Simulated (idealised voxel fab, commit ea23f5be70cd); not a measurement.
The following is a process module called voxel air gaps.
Square cell edge 5 nm, section width 215 nm, ID cut.
This document writes a cross-section as a grid whose cells are square, and gives it as bands, listed from the top down; one or more rows of cells form a band.
Each band's line starts with the height of the band's top and of its bottom, in nm. Then come its materials from left to right, each with its width in nm. One material with "all across" fills the band from edge to edge. "blank" is empty space.
A quick word on heights: they are counted from 0, and under that level the wafer as it came to us is one material throughout. The lowest band is different from the rest in having no bottom; it simply continues downward, written as in "from 0 down".
The two numbers in a width such as "30->40" mark its ends across the band: the first belongs to the top row of cells, the second to the bottom row, and from each row to the next the width moves by the same amount.
"remained unchanged", as given for a step, is the statement that not any cell of the cross-section underwent a change during that step.
The label "Voids, fully enclosed" introduces a list of the empty spaces, 8 cells or larger, that have no open way up to the top; each entry in it reads width x height at distance, where the distance is taken from the left edge and all three are stated in nm.
Read whatever lies past the settings on a step's line as the simulator's own remark about the step.
The line of a step may include "overlay nm". On a step with a mask, this value is how far to the right of its planned place the mask lay. A negative value means the mask lay to the left.

## These are the steps we planned for the process
1,RECEIVE: material Si
2,CONFORMAL_DEP: material SiO2, thk nm 10
3,CONFORMAL_DEP: material SiN, thk nm 5
4,DIRECTIONAL_DEP: material SiO2, thk nm 40
5,DIRECTIONAL_DEP: material aC, thk nm 10
6,PATTERN: tone open, mask id LINES, material resist, width nm 20, pitch nm 45, thk nm 25, overlay nm 0
7,DIRECTIONAL_ETCH: etch materials aC, depth nm 10
8,STRIP: etch materials resist
9,DIRECTIONAL_ETCH: etch materials SiO2, depth nm 40
10,STRIP: etch materials aC
11,CONFORMAL_DEP: material TiN, thk nm 5
12,FILL_DEP: material Ru, thk nm 5
13,CMP: height nm 55
14,EPI: material Ru, thk nm 10
15,SELECTIVE_ETCH: etch materials SiO2, depth nm 50
16,CONFORMAL_DEP: material SiN, thk nm 5

## Delivered wafer in cross-section: state after step 1
	from 0 down  Si all across
	Voids, fully enclosed: none

## Cross-section: first of two wafers, module finished, run according to plan
	from 70 to 65  blank (15) | SiN (185) | blank (15)
	from 65 to 55  blank (15) | SiN (5) | Ru (40) | SiN (5) | Ru (40) | SiN (5) | Ru (40) | SiN (5) | Ru (40) | SiN (5) | blank (15)
	from 55 to 50  blank (15) | SiN (15) | TiN (5) | Ru (10) | TiN (5) | SiN (25) | TiN (5) | Ru (10) | TiN (5) | SiN (25) | TiN (5) | Ru (10) | TiN (5) | SiN (25) | TiN (5) | Ru (10) | TiN (5) | SiN (15) | blank (15)
	from 50 to 20  blank (25) | SiN (5) | TiN (5) | Ru (10) | TiN (5) | SiN (5) | blank (15) | SiN (5) | TiN (5) | Ru (10) | TiN (5) | SiN (5) | blank (15) | SiN (5) | TiN (5) | Ru (10) | TiN (5) | SiN (5) | blank (15) | SiN (5) | TiN (5) | Ru (10) | TiN (5) | SiN (5) | blank (25)
	from 20 to 15  SiN (30) | TiN (20) | SiN (25) | TiN (20) | SiN (25) | TiN (20) | SiN (25) | TiN (20) | SiN (30)
	from 15 to 10  SiN all across
	from 10 to 0  SiO2 all across
	from 0 down  Si all across
	Voids, fully enclosed: 15 x 30 at 55; 15 x 30 at 100; 15 x 30 at 145

## Wafer two, end of module, cross-section. Same start, same plan as wafer one. One mistake in the run
	from 80 to 75  blank (5) | SiN (205) | blank (5)
	from 75 to 55  blank (5) | SiN (5) | Ru (195) | SiN (5) | blank (5)
	from 55 to 50  blank (5) | SiN (25) | TiN (5) | Ru (10) | TiN (5) | SiO2 (25) | TiN (5) | Ru (10) | TiN (5) | SiO2 (25) | TiN (5) | Ru (10) | TiN (5) | SiO2 (25) | TiN (5) | Ru (10) | TiN (5) | SiN (25) | blank (5)
	from 50 to 20  blank (25) | SiN (5) | TiN (5) | Ru (10) | TiN (5) | SiO2 (25) | TiN (5) | Ru (10) | TiN (5) | SiO2 (25) | TiN (5) | Ru (10) | TiN (5) | SiO2 (25) | TiN (5) | Ru (10) | TiN (5) | SiN (5) | blank (25)
	from 20 to 15  SiN (30) | TiN (20) | SiO2 (25) | TiN (20) | SiO2 (25) | TiN (20) | SiO2 (25) | TiN (20) | SiN (30)
	from 15 to 10  SiN all across
	from 10 to 0  SiO2 all across
	from 0 down  Si all across
	Voids, fully enclosed: none
So what did we get wrong on this run? plan step 14 was twice executed
Final wafer comparison in cells, second versus first, more or fewer per material: Ru +92 | SiN -60 | SiO2 +120
The first wafer finishes with 3 closed voids, while the second finishes with 0.
